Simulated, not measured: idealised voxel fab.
Proc. module: voxel wiring stack
In the cross-section labelled cut, the width is 195 nm and each square cell is 5 nm.
Cross-section layout: square cells on a grid; listed as bands, top to bottom; a band spans one or more cell rows.
Quick guide to a band line: top height, bottom height (nm) up front; then every material left to right with its width in nm. Only one material and it's marked "full width"? Then it fills the band edge to edge. And "empty" just means empty space.
Note: height 0 marks the level under which the wafer is uniformly one material as received. Lowest band unbounded below, written "0 -> down".
Quick explanation for "30->40": the width changes in equal steps down the rows of cells, from the first number in the band's top row to the second number in its bottom row.
Where a step carries "remains unaltered", the cross-section came out of it unchanged, cell for cell.
Each empty space that has no open way to the top and spans at least 8 cells appears under "Fully enclosed voids" as width x height at distance, the distance counted from the left edge, all in nm.
Formally, on a step line, whatever follows the settings is a remark that the simulator itself makes on the step.
You can add "overlay nm" to a step's line. For a step with a mask, it describes how far the mask lay to the right of its planned position, and a negative number describes a lay to the left.
Planned step list for the process:
1 RECEIVE | material Si
2 CONFORMAL_DEP | material SiO2 | thk nm 15
3 DIRECTIONAL_DEP | material TiN | thk nm 5
4 DIRECTIONAL_DEP | material Ru | thk nm 25
5 PATTERN | tone cover | mask id METAL_1 | material resist | width nm 30 | pitch nm 45 | thk nm 20 | overlay nm 0
6 DIRECTIONAL_ETCH | etch materials Ru | depth nm 25
7 DIRECTIONAL_ETCH | etch materials TiN | depth nm 5
8 STRIP | etch materials resist
9 CONFORMAL_DEP | material SiN | thk nm 5
10 FILL_DEP | material lowk | thk nm 10
11 CMP | height nm 45
12 CONFORMAL_DEP | material SiCN | thk nm 5
13 DIRECTIONAL_DEP | material lowk | thk nm 15
14 PATTERN | tone open | mask id PLUG_1 | material resist | width nm 15 | pitch nm 90 | thk nm 15 | overlay nm 0
15 DIRECTIONAL_ETCH | etch materials lowk | depth nm 15
16 DIRECTIONAL_ETCH | etch materials SiCN | depth nm 5
17 STRIP | etch materials resist
18 CONFORMAL_DEP | material TiN | thk nm 5
19 FILL_DEP | material Cu | thk nm 10
20 CMP | height nm 65
21 CONFORMAL_DEP | material SiCN | thk nm 5
22 DIRECTIONAL_DEP | material SiO2 | thk nm 15
23 MASKED_ETCH | tone open | mask id METAL_2 | width nm 30 | pitch nm 45 | etch materials SiO2 | depth nm 15 | overlay nm 0
24 MASKED_ETCH | tone open | mask id METAL_2 | width nm 30 | pitch nm 45 | etch materials SiCN | depth nm 5 | overlay nm 0
25 CONFORMAL_DEP | material TiN | thk nm 5
26 FILL_DEP | material W | thk nm 5
27 CMP | height nm 85
28 CONFORMAL_DEP | material SiCN | thk nm 5
29 DIRECTIONAL_DEP | material lowk | thk nm 35
30 PATTERN | tone open | mask id METAL_3 | material resist | width nm 30 | pitch nm 45 | thk nm 15 | overlay nm 0
31 DIRECTIONAL_ETCH | etch materials lowk | depth nm 20
32 STRIP | etch materials resist
33 PATTERN | tone open | mask id METAL_3_HOLES | material resist | width nm 15 | pitch nm 90 | thk nm 20 | overlay nm 0
34 DIRECTIONAL_ETCH | etch materials lowk | depth nm 15
35 DIRECTIONAL_ETCH | etch materials SiCN | depth nm 5
36 STRIP | etch materials resist
37 CONFORMAL_DEP | material TiN | thk nm 5
38 FILL_DEP | material Cu | thk nm 10
39 CMP | height nm 125
40 CONFORMAL_DEP | material SiCN | thk nm 5
Cross-section of the wafer upon arrival, representing the state reached after step 1:
0 -> down  Si full width
Fully enclosed voids: none
The module was run from the start shown above using the plan shown above, but one mistake was made doing it; the resulting wafer cross-section is below:
130 -> 125  SiCN full width
125 -> 110  lowk (35) / TiN (5) / Cu (20) / TiN (5) / lowk (15) / TiN (5) / Cu (20) / TiN (5) / lowk (15) / TiN (5) / Cu (20) / TiN (5) / lowk (40)
110 -> 105  lowk (35) / TiN (5) / Cu (5) / TiN (20) / lowk (15) / TiN (30) / lowk (15) / TiN (5) / Cu (5) / TiN (20) / lowk (40)
105 -> 90  lowk (35) / TiN (5) / Cu (5) / TiN (5) / lowk (75) / TiN (5) / Cu (5) / TiN (5) / lowk (55)
90 -> 85  SiCN (35) / TiN (15) / SiCN (75) / TiN (15) / SiCN (55)
85 -> 80  W full width
80 -> 75  TiN (40) / W (20) / TiN (25) / W (20) / TiN (25) / W (20) / TiN (45)
75 -> 60  SiO2 (35) / TiN (5) / W (20) / TiN (5) / SiO2 (15) / TiN (5) / W (20) / TiN (5) / SiO2 (15) / TiN (5) / W (20) / TiN (5) / SiO2 (40)
60 -> 55  SiCN (35) / TiN (30) / SiCN (15) / TiN (30) / SiCN (15) / TiN (30) / SiCN (40)
55 -> 50  lowk (35) / TiN (5) / Cu (5) / TiN (5) / lowk (75) / TiN (5) / Cu (5) / TiN (5) / lowk (55)
50 -> 45  SiCN (35) / TiN (15) / SiCN (75) / TiN (15) / SiCN (55)
45 -> 20  lowk (30) / SiN (5) / Ru (30) / SiN (5) / lowk (5) / SiN (5) / Ru (30) / SiN (5) / lowk (5) / SiN (5) / Ru (30) / SiN (5) / lowk (35)
20 -> 15  SiN (35) / TiN (30) / SiN (15) / TiN (30) / SiN (15) / TiN (30) / SiN (40)
15 -> 0  SiO2 full width
0 -> down  Si full width
Fully enclosed voids: none
Deviation from plan: in deviation from the planned setting, step 20 was conducted as CMP | height nm 55
